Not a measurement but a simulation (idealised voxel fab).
process module | voxel self aligned vias
cross-section cut | 280 nm wide | cells 5 nm
A cross-section is a grid of square cells, given in bands from the top down. A band is one or more rows of cells.
Each band's line starts with the height of the band's top and of its bottom, in nm. Then come its materials from left to right, each with its width in nm. One material with "throughout" fills the band from edge to edge. "air" is empty space.
Height 0 is the level under which the wafer as received is all one material. The lowest band goes on downwards, as in "0 down".
A width such as "30 to 40" changes by the same amount from each row of cells to the next, from the band's top row to its bottom row.
"no change" after a step means that no cell of the cross-section changed.
closed voids: empty space of 8 cells or more with no open way to the top, each as width x height at its distance from the left edge, in nm
after a step's settings: what the simulator itself notes on the step
overlay nm, on a step with a mask: how far to the right of its planned place the mask lay; to the left if negative
plan
1 op RECEIVE | material Si
2 op CONFORMAL_DEP | material SiO2 | thk nm 10
3 op CONFORMAL_DEP | material SiCN | thk nm 5
4 op DIRECTIONAL_DEP | material lowk | thk nm 25
5 op MASKED_ETCH | tone open | mask id LINES | width nm 20 | pitch nm 45 | etch materials lowk | depth nm 25 | overlay nm 0
6 op CONFORMAL_DEP | material TiN | thk nm 5
7 op FILL_DEP | material W | thk nm 10
8 op CMP | height nm 40
9 op SELECTIVE_ETCH | etch materials W Ru TiN | depth nm 5
10 op FILL_DEP | material SiN | thk nm 5
11 op CMP | height nm 40
12 op DIRECTIONAL_DEP | material lowk | thk nm 15
13 op PATTERN | tone open | mask id VIAS | material resist | width nm 30 | thk nm 20 | overlay nm 0
14 op DIRECTIONAL_ETCH | etch materials lowk | depth nm 15
15 op DIRECTIONAL_ETCH | etch materials SiN | depth nm 5
16 op STRIP | etch materials resist
17 op CONFORMAL_DEP | material TiN | thk nm 5
18 op FILL_DEP | material Ru | thk nm 10
19 op CMP | height nm 55
20 op CONFORMAL_DEP | material SiCN | thk nm 5
as received, after step 1
  0 down: Si throughout
  closed voids: none
first wafer at the end, as planned
  60 to 55: SiCN throughout
  55 to 45: lowk 100 | TiN 5 | Ru 20 | TiN 5 | lowk 150
  45 to 40: lowk 100 | TiN 10 | Ru 10 | TiN 10 | lowk 150
  40 to 35: lowk 105 | TiN 20 | lowk 25 | SiN 20 | lowk 110
  35 to 20: lowk 105 | TiN 5 | W 10 | TiN 5 | lowk 25 | TiN 5 | W 10 | TiN 5 | lowk 110
  20 to 15: lowk 105 | TiN 20 | lowk 25 | TiN 20 | lowk 110
  15 to 10: SiCN throughout
  10 to 0: SiO2 throughout
  0 down: Si throughout
  closed voids: none
second wafer at the end: like start, like plan, one mistake
  60 to 55: SiCN throughout
  55 to 45: lowk 100 | TiN 5 | Ru 20 | TiN 5 | lowk 150
  45 to 40: lowk 100 | TiN 30 | lowk 150
  40 to 35: SiN 100 | TiN 5 | lowk 20 | TiN 5 | SiN 20 | lowk 20 | SiN 110
  35 to 20: W 100 | TiN 5 | lowk 20 | TiN 5 | W 15 | TiN 5 | lowk 20 | TiN 5 | W 105
  20 to 15: TiN 105 | lowk 20 | TiN 25 | lowk 20 | TiN 110
  15 to 10: SiCN throughout
  10 to 0: SiO2 throughout
  0 down: Si throughout
  closed voids: none
what went wrong: step 5 ran as: op MASKED_ETCH | tone cover | mask id LINES | width nm 20 | pitch nm 45 | etch materials lowk | depth nm 25 | overlay nm 0
at the end the second wafer has, in cells: 2 fewer of Ru | 42 more of SiN | 40 more of TiN | 120 more of W | 200 fewer of lowk
